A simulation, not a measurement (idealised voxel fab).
process module | voxel wiring stack
In the cross-section labelled cut, the width is 290 nm and each square cell is 5 nm.
The cross-sections in this document take the form of a grid made of square cells. They are written out as bands, in order from top to bottom. Each band consists of one or more rows of cells. In this notation a band is specified by the heights of its top and bottom, in that order and in nm, after which its materials appear from left to right, each paired with its width in nm. The word "edge to edge" attached to a single material means that material fills the band from edge to edge; the word "air" stands for empty space. For the purposes of this specification, 0 denotes the height below which the wafer in its as-received condition is composed wholly of one material, and the lowermost band, lacking a lower limit, extends downward without end, as expressed in "from 0 down". Read "30 to 40" as a graded width: first number on top, second number at the bottom, same change between each pair of neighbouring rows. "nothing altered" -> step changed no cross-section cell. "Closed internal cavities" - sealed voids, min. 8 cells, no opening to top; format: width x height at distance (distance from left edge; nm throughout). Read whatever lies past the settings on a step's line as the simulator's own remark about the step. overlay nm: mask right of planned place by this much (step with mask). Neg. = left.
-- Steps in the process plan
1: RECEIVE with material Si
2: CONFORMAL_DEP with material SiO2, thk nm 15
3: CONFORMAL_DEP with material SiCN, thk nm 5
4: DIRECTIONAL_DEP with material SiO2, thk nm 20
5: PATTERN with tone open, mask id METAL_1, material resist, width nm 30, pitch nm 50, thk nm 15, overlay nm 0
6: DIRECTIONAL_ETCH with etch materials SiO2, depth nm 20
7: DIRECTIONAL_ETCH with etch materials SiCN, depth nm 5
8: STRIP with etch materials resist
9: CONFORMAL_DEP with material TiN, thk nm 5
10: FILL_DEP with material Cu, thk nm 5
11: CMP with height nm 40
12: EPI with material Ru, thk nm 5
13: FILL_DEP with material SiCN, thk nm 5
14: DIRECTIONAL_DEP with material lowk, thk nm 20
15: DIRECTIONAL_DEP with material aC, thk nm 15
16: PATTERN with tone open, mask id PLUG_1, material resist, width nm 15, pitch nm 50, thk nm 35, overlay nm 0
17: DIRECTIONAL_ETCH with etch materials aC, depth nm 15
18: STRIP with etch materials resist
19: DIRECTIONAL_ETCH with etch materials lowk, depth nm 20
20: DIRECTIONAL_ETCH with etch materials SiCN, depth nm 5
21: STRIP with etch materials aC
22: CONFORMAL_DEP with material TiN, thk nm 5
23: FILL_DEP with material Ru, thk nm 5
24: CMP with height nm 70
25: CONFORMAL_DEP with material SiN, thk nm 5
26: DIRECTIONAL_DEP with material lowk, thk nm 15
27: MASKED_ETCH with tone open, mask id METAL_2, width nm 30, pitch nm 50, etch materials lowk, depth nm 15, overlay nm 0
28: MASKED_ETCH with tone open, mask id METAL_2, width nm 30, pitch nm 50, etch materials SiN, depth nm 5, overlay nm 0
29: CONFORMAL_DEP with material TiN, thk nm 5
30: FILL_DEP with material Cu, thk nm 10
31: CMP with height nm 90
32: CONFORMAL_DEP with material SiCN, thk nm 5
-- Wafer cross-section on receipt, i.e. after step 1
* from 0 down  Si edge to edge
* Closed internal cavities: none
-- Cross-sectional result after module completion. Note: starting condition and plan are unchanged from above; one processing mistake was made
* from 95 to 90  SiCN edge to edge
* from 90 to 75  55 of lowk; 5 of TiN; 20 of Cu; 5 of TiN; 20 of lowk; 5 of TiN; 20 of Cu; 5 of TiN; 20 of lowk; 5 of TiN; 20 of Cu; 5 of TiN; 20 of lowk; 5 of TiN; 20 of Cu; 5 of TiN; 55 of lowk
* from 75 to 70  55 of SiN; 30 of TiN; 20 of SiN; 30 of TiN; 20 of SiN; 30 of TiN; 20 of SiN; 30 of TiN; 55 of SiN
* from 70 to 65  60 of TiN; 5 of Ru; 45 of TiN; 5 of Ru; 45 of TiN; 5 of Ru; 45 of TiN; 5 of Ru; 75 of TiN
* from 65 to 45  55 of lowk; 5 of TiN; 5 of Ru; 5 of TiN; 35 of lowk; 5 of TiN; 5 of Ru; 5 of TiN; 35 of lowk; 5 of TiN; 5 of Ru; 5 of TiN; 35 of lowk; 5 of TiN; 5 of Ru; 5 of TiN; 70 of lowk
* from 45 to 40  55 of SiCN; 15 of TiN; 35 of SiCN; 15 of TiN; 35 of SiCN; 15 of TiN; 35 of SiCN; 15 of TiN; 70 of SiCN
* from 40 to 35  50 of SiCN; 40 of Ru; 10 of SiCN; 40 of Ru; 10 of SiCN; 40 of Ru; 10 of SiCN; 40 of Ru; 50 of SiCN
* from 35 to 20  55 of SiO2; 5 of TiN; 20 of Cu; 5 of TiN; 20 of SiO2; 5 of TiN; 20 of Cu; 5 of TiN; 20 of SiO2; 5 of TiN; 20 of Cu; 5 of TiN; 20 of SiO2; 5 of TiN; 20 of Cu; 5 of TiN; 55 of SiO2
* from 20 to 15  55 of SiCN; 30 of TiN; 20 of SiCN; 30 of TiN; 20 of SiCN; 30 of TiN; 20 of SiCN; 30 of TiN; 55 of SiCN
* from 15 to 0  SiO2 edge to edge
* from 0 down  Si edge to edge
* Closed internal cavities: none
what went wrong: step 11 ran with different settings than intended, the actual operation and settings being CMP with height nm 35
